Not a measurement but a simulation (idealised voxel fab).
Documented hereafter: the process module known as voxel self aligned vias.
Section shown: cut. Width: 270 nm. Cell size: 5 nm, square.
Bands, listed from the top down, are how a cross-section gets written in this document; the cross-section itself is a grid of square cells, and a band is one or more rows of them. Top, bottom (nm), then materials left to right with widths (nm); lone material tagged "everywhere" fills the whole band edge to edge; "blank" = empty space. Heads up on the height convention: 0 is the point under which the incoming wafer is all one material, and the lowest band has no bottom, it just keeps going down, like "0 down". A width given as "30 to 40" starts at the first number in the band's top row and ends at the second number in its bottom row, shifting by an equal amount at every step from row to row. "nothing changed" means the step left every cell of the cross-section as it was. Closed empty spaces (no open way to the top) of 8 cells or more are what "Encapsulated voids" lists, each as width x height at distance from the left edge, nm for all three. Past the settings on a step's line: simulator remark, on that step. overlay nm: on a step with a mask, how far right of its planned place the mask lay; negative means left.

Steps in the process plan:
1 RECEIVE,material Si
2 CONFORMAL_DEP,material SiO2,thk nm 15
3 CONFORMAL_DEP,material SiCN,thk nm 5
4 DIRECTIONAL_DEP,material SiO2,thk nm 20
5 DIRECTIONAL_DEP,material aC,thk nm 10
6 PATTERN,tone open,mask id LINES,material resist,width nm 30,pitch nm 70,thk nm 25,overlay nm 0
7 DIRECTIONAL_ETCH,etch materials aC,depth nm 10
8 STRIP,etch materials resist
9 DIRECTIONAL_ETCH,etch materials SiO2,depth nm 20
10 STRIP,etch materials aC
11 CONFORMAL_DEP,material TiN,thk nm 5
12 FILL_DEP,material Ru,thk nm 5
13 CMP,height nm 40
14 SELECTIVE_ETCH,etch materials W Ru TiN,depth nm 10
15 FILL_DEP,material SiN,thk nm 10
16 CMP,height nm 40
17 DIRECTIONAL_DEP,material SiO2,thk nm 20
18 PATTERN,tone open,mask id VIAS,material resist,width nm 50,thk nm 15,overlay nm 0
19 DIRECTIONAL_ETCH,etch materials SiO2,depth nm 20
20 DIRECTIONAL_ETCH,etch materials SiN,depth nm 10
21 STRIP,etch materials resist
22 CONFORMAL_DEP,material TiN,thk nm 5
23 FILL_DEP,material W,thk nm 10
24 CMP,height nm 60
25 CONFORMAL_DEP,material SiCN,thk nm 5

The cross-section here shows the wafer as received, i.e. in its state after step 1:
* 0 down: Si everywhere
* Encapsulated voids: none

Wafer cross-section at module end: first of two, run to plan:
* 65 to 60: SiCN everywhere
* 60 to 45: 75 nm SiO2, then 5 nm TiN, then 40 nm W, then 5 nm TiN, then 145 nm SiO2
* 45 to 40: 75 nm SiO2, then 15 nm TiN, then 20 nm W, then 15 nm TiN, then 145 nm SiO2
* 40 to 35: 85 nm SiO2, then 5 nm TiN, then 20 nm W, then 5 nm TiN, then 40 nm SiO2, then 30 nm SiN, then 85 nm SiO2
* 35 to 30: 85 nm SiO2, then 30 nm TiN, then 40 nm SiO2, then 30 nm SiN, then 85 nm SiO2
* 30 to 25: 85 nm SiO2, then 5 nm TiN, then 20 nm Ru, then 5 nm TiN, then 40 nm SiO2, then 5 nm TiN, then 20 nm Ru, then 5 nm TiN, then 85 nm SiO2
* 25 to 20: 85 nm SiO2, then 30 nm TiN, then 40 nm SiO2, then 30 nm TiN, then 85 nm SiO2
* 20 to 15: SiCN everywhere
* 15 to 0: SiO2 everywhere
* 0 down: Si everywhere
* Encapsulated voids: none

Cross-sectional view: second of two wafers, end of module; start and plan identical to the first, one mistake in running:
* 65 to 60: SiCN everywhere
* 60 to 40: 75 nm SiO2, then 5 nm TiN, then 40 nm W, then 5 nm TiN, then 145 nm SiO2
* 40 to 35: 75 nm SiO2, then 5 nm TiN, then 40 nm W, then 5 nm TiN, then 30 nm SiO2, then 30 nm SiN, then 85 nm SiO2
* 35 to 30: 75 nm SiO2, then 50 nm TiN, then 30 nm SiO2, then 30 nm SiN, then 85 nm SiO2
* 30 to 25: 75 nm SiO2, then 15 nm TiN, then 20 nm Ru, then 15 nm TiN, then 30 nm SiO2, then 5 nm TiN, then 20 nm Ru, then 5 nm TiN, then 85 nm SiO2
* 25 to 20: 75 nm SiO2, then 50 nm TiN, then 30 nm SiO2, then 30 nm TiN, then 85 nm SiO2
* 20 to 15: SiCN everywhere
* 15 to 0: SiO2 everywhere
* 0 down: Si everywhere
* Encapsulated voids: none
Which mistake was made when the wafer was run? heads up, step 19 of the plan got done twice
Counted in cells at the end, the second wafer holds more or fewer of these materials than the first: SiO2: 16 fewer; TiN: 8 more; W: 8 more
